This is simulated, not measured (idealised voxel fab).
Herein follows the process module entitled voxel trench capacitor.
cross-section cut | 225 nm wide | cells 5 nm
Notation: cross-section as square-cell grid; stated in bands, top first, going down; one or more cell rows per band.
Top height, bottom height, nm. Materials left to right, width each, nm. Single material + "full width" = fills band edge to edge. "blank" = empty.
Height is counted from the level 0, under which the received wafer is composed throughout of one material. The lowest of the bands is not closed at the bottom but continues downward, in the notation "0 nm and below".
The two numbers in a width such as "30->40" mark its ends across the band: the first belongs to the top row of cells, the second to the bottom row, and from each row to the next the width moves by the same amount.
Step note "no change" = no cross-section cell changed.
If an empty space has no open way to the top and is at least 8 cells in size, "Closed void listing" lists it, written width x height at distance, where distance is measured from the left edge and every value is in nm.
Heads up: the bit after the settings on a step's line is the simulator's remark on that step.
overlay nm: how far to the right of its planned place the mask lay on this masked step (negative: to the left).
-- The following list gives the planned process steps
1. RECEIVE [material Si]
2. CONFORMAL_DEP [material SiN] [thk nm 10]
3. MASKED_ETCH [tone open] [mask id TRENCH] [width nm 20] [pitch nm 45] [etch materials SiN] [depth nm 10] [overlay nm 0]
4. MASKED_ETCH [tone open] [mask id TRENCH] [width nm 20] [pitch nm 45] [etch materials Si] [depth nm 25] [overlay nm 0]
5. CONFORMAL_DEP [material SiO2] [thk nm 5]
6. FILL_DEP [material polySi] [thk nm 5]
7. CMP [height nm 10]
-- Incoming wafer, cross-sectional view, post step 1
	0 nm and below = Si full width
	Closed void listing: none
-- First of two wafers at the end of the module, shown in cross-section; run carried out as planned
	10 nm to 0 nm = SiN 55 nm | SiO2 5 nm | polySi 10 nm | SiO2 5 nm | SiN 25 nm | SiO2 5 nm | polySi 10 nm | SiO2 5 nm | SiN 25 nm | SiO2 5 nm | polySi 10 nm | SiO2 5 nm | SiN 60 nm
	0 nm to -20 nm = Si 55 nm | SiO2 5 nm | polySi 10 nm | SiO2 5 nm | Si 25 nm | SiO2 5 nm | polySi 10 nm | SiO2 5 nm | Si 25 nm | SiO2 5 nm | polySi 10 nm | SiO2 5 nm | Si 60 nm
	-20 nm to -25 nm = Si 55 nm | SiO2 20 nm | Si 25 nm | SiO2 20 nm | Si 25 nm | SiO2 20 nm | Si 60 nm
	-25 nm and below = Si full width
	Closed void listing: none
-- This cross-section belongs to the second wafer of two at the end of the module; the start and the plan were shared with the first, and the run included one mistake
	10 nm to 0 nm = SiN 60 nm | SiO2 5 nm | polySi 5 nm | SiO2 5 nm | SiN 30 nm | SiO2 5 nm | polySi 5 nm | SiO2 5 nm | SiN 30 nm | SiO2 5 nm | polySi 5 nm | SiO2 5 nm | SiN 60 nm
	0 nm to -20 nm = Si 60 nm | SiO2 5 nm | polySi 5 nm | SiO2 5 nm | Si 30 nm | SiO2 5 nm | polySi 5 nm | SiO2 5 nm | Si 30 nm | SiO2 5 nm | polySi 5 nm | SiO2 5 nm | Si 60 nm
	-20 nm to -25 nm = Si 60 nm | SiO2 15 nm | Si 30 nm | SiO2 15 nm | Si 30 nm | SiO2 15 nm | Si 60 nm
	-25 nm and below = Si full width
	Closed void listing: none
Want to know what went wrong? step 3 changed vs plan, executed as MASKED_ETCH [tone open] [mask id TRENCH] [width nm 15] [pitch nm 45] [etch materials SiN] [depth nm 10] [overlay nm 0]
Bottom line after processing is that, in cells, the second wafer is up or down on some materials versus the first: +15 Si | +6 SiN | -3 SiO2 | -18 polySi
